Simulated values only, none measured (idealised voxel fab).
Proc. module: voxel self aligned contacts
The width of the displayed cross-section, cut, is 265 nm; its cells are square, with a size of 5 nm.
When this document writes out a cross-section, it uses a grid of square cells and lists it as bands, beginning at the top and moving down, with a band standing for one or more rows of cells.
Band entry format. Leading values: height of top, height of bottom, nm. Remainder: materials in left-to-right order, each with its width in nm. Special words: "edge to edge" on a single material, which then fills the band edge to edge; "air", empty space.
Heights are expressed relative to 0, this being the level below which the as-received wafer comprises one material exclusively. The lowest band is unbounded in the downward direction and is denoted as in "from 0 down".
Quick explanation for "30->40": the width changes in equal steps down the rows of cells, from the first number in the band's top row to the second number in its bottom row.
Step note "remained unchanged" = no cross-section cell changed.
Empty spaces counting at least 8 cells and having no open way to the top are listed in "Enclosed void listing". The notation width x height at distance is used for each, the distance being from the left edge and all three values in nm.
Where a step's line continues beyond its settings, the continuation is a remark by the simulator itself on that step.
"overlay nm" answers the question of how far to the right of plan the mask lay on a step that has a mask, and when it is negative the answer is to the left.

### Intended process steps
1: RECEIVE (material Si)
2: OXIDIZE (depth nm 5)
3: DIRECTIONAL_DEP (material polySi; thk nm 30)
4: DIRECTIONAL_DEP (material SiN; thk nm 15)
5: PATTERN (tone cover; mask id GATE; material resist; width nm 25; pitch nm 60; thk nm 20; overlay nm 0)
6: DIRECTIONAL_ETCH (etch materials SiN; depth nm 15)
7: DIRECTIONAL_ETCH (etch materials polySi; depth nm 30)
8: STRIP (etch materials resist)
9: CONFORMAL_DEP (material SiN; thk nm 5)
10: DIRECTIONAL_ETCH (etch materials SiN; depth nm 5)
11: FILL_DEP (material SiO2; thk nm 15)
12: CMP (height nm 55)
13: MASKED_ETCH (tone open; mask id CONTACT; width nm 45; pitch nm 60; etch materials SiO2; depth nm 60; overlay nm 0)
14: CONFORMAL_DEP (material TiN; thk nm 5)
15: FILL_DEP (material Ru; thk nm 5)
16: CMP (height nm 55)
17: CONFORMAL_DEP (material SiCN; thk nm 5)
Across this set of wafers, the varied parameter is the depth nm of step 2. Starting conditions are identical for every wafer, and the plan reports the value assigned to the first wafer.

### After step 1, as received: first of several wafers, cross-section
from 0 down | Si edge to edge
Enclosed void listing: none

### For your reference, the table is organized with a row per wafer; each row reflects the wafer at the end of the module, indicating for each material the cells gained (+) or lost (-) since receipt, and thereafter its closed voids
depth nm 5, +74 Ru, -53 Si, +53 SiCN, +99 SiN, +311 SiO2, +62 TiN, +90 polySi, Enclosed void listing: none
depth nm 10, +74 Ru, -106 Si, +53 SiCN, +99 SiN, +364 SiO2, +62 TiN, +90 polySi, Enclosed void listing: none
depth nm 15, +74 Ru, -159 Si, +53 SiCN, +99 SiN, +417 SiO2, +62 TiN, +90 polySi, Enclosed void listing: none
depth nm 20, +74 Ru, -212 Si, +53 SiCN, +99 SiN, +470 SiO2, +62 TiN, +90 polySi, Enclosed void listing: none
